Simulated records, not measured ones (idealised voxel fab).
This is a process module. Its name is voxel released beams.
Xsec cut, 215 nm wide, square cell size 5 nm.
A cross-section in this document is a grid of square cells, and it is written down as bands, the top band listed before the ones below it; a band is made up of one or more rows of cells.
Band: top height; bottom height; in nm. Then, left to right: material with width in nm, for each material. "all across": a single material spanning edge to edge. "air": empty space.
Beneath 0, the wafer as received is one material, and that level is where height counting begins. The lowest band goes on downward without a bottom; it is written like "top 0, no bottom".
Note: "30->40" means the width goes from the first number (top row of the band) to the second number (bottom row) in equal steps per row of cells.
Where a step carries "everything unchanged", the cross-section came out of it unchanged, cell for cell.
If an empty space has no open way to the top and is at least 8 cells in size, "Trapped void list" lists it, written width x height at distance, where distance is measured from the left edge and every value is in nm.
The remark found on a step's line after its settings is issued by the simulator itself and pertains to that step.
The optional step-line setting "overlay nm" applies to steps with a mask and quantifies how far to the right of its planned location the mask lay, a negative value indicating leftward placement.

Steps in the process plan
1: RECEIVE (material Si)
2: CONFORMAL_DEP (material Al2O3; thk nm 5)
3: DIRECTIONAL_DEP (material SiO2; thk nm 15)
4: DIRECTIONAL_DEP (material aC; thk nm 15)
5: PATTERN (tone open; mask id ANCHOR; material resist; width nm 25; thk nm 35; overlay nm 0)
6: DIRECTIONAL_ETCH (etch materials aC; depth nm 15)
7: STRIP (etch materials resist)
8: DIRECTIONAL_ETCH (etch materials SiO2; depth nm 15)
9: STRIP (etch materials aC)
10: CONFORMAL_DEP (material SiN; thk nm 15)
11: PATTERN (tone cover; mask id BEAM; material resist; width nm 95; thk nm 15; overlay nm 0)
12: DIRECTIONAL_ETCH (etch materials SiN; depth nm 15)
13: STRIP (etch materials resist)
14: STRIP (etch materials SiO2)
It is noted that the wafers described herein are identical at the outset and are distinguished by the width nm of step 5; the value stated in the plan corresponds to the first wafer.

The first of several wafers in cross-section, exactly as it reached us after step 1
	top 0, no bottom = Si all across
	Trapped void list: none

First of several wafers, sectioned at end of module (last step: step 14)
	top 35, bottom 20 = 55 air, 95 SiN, 65 air
	top 20, bottom 5 = 65 air, 25 SiN, 125 air
	top 5, bottom 0 = Al2O3 all across
	top 0, no bottom = Si all across
	Trapped void list: none

Last wafer, end of module, cross-section
	top 35, bottom 20 = 55 air, 15 SiN, 20 air, 60 SiN, 65 air
	top 20, bottom 5 = 55 air, 50 SiN, 110 air
	top 5, bottom 0 = Al2O3 all across
	top 0, no bottom = Si all across
	Trapped void list: none

Take any row and you have a wafer at the end of the module: how many cells of each material it has gained (+) or lost (-) since it was received, and then its closed voids
width nm 25, +43 Al2O3, +72 SiN, Trapped void list: none
width nm 30, +43 Al2O3, +75 SiN, Trapped void list: none
width nm 35, +43 Al2O3, +75 SiN, Trapped void list: none
width nm 40, +43 Al2O3, +75 SiN, Trapped void list: none
width nm 45, +43 Al2O3, +75 SiN, Trapped void list: none
width nm 50, +43 Al2O3, +75 SiN, Trapped void list: none
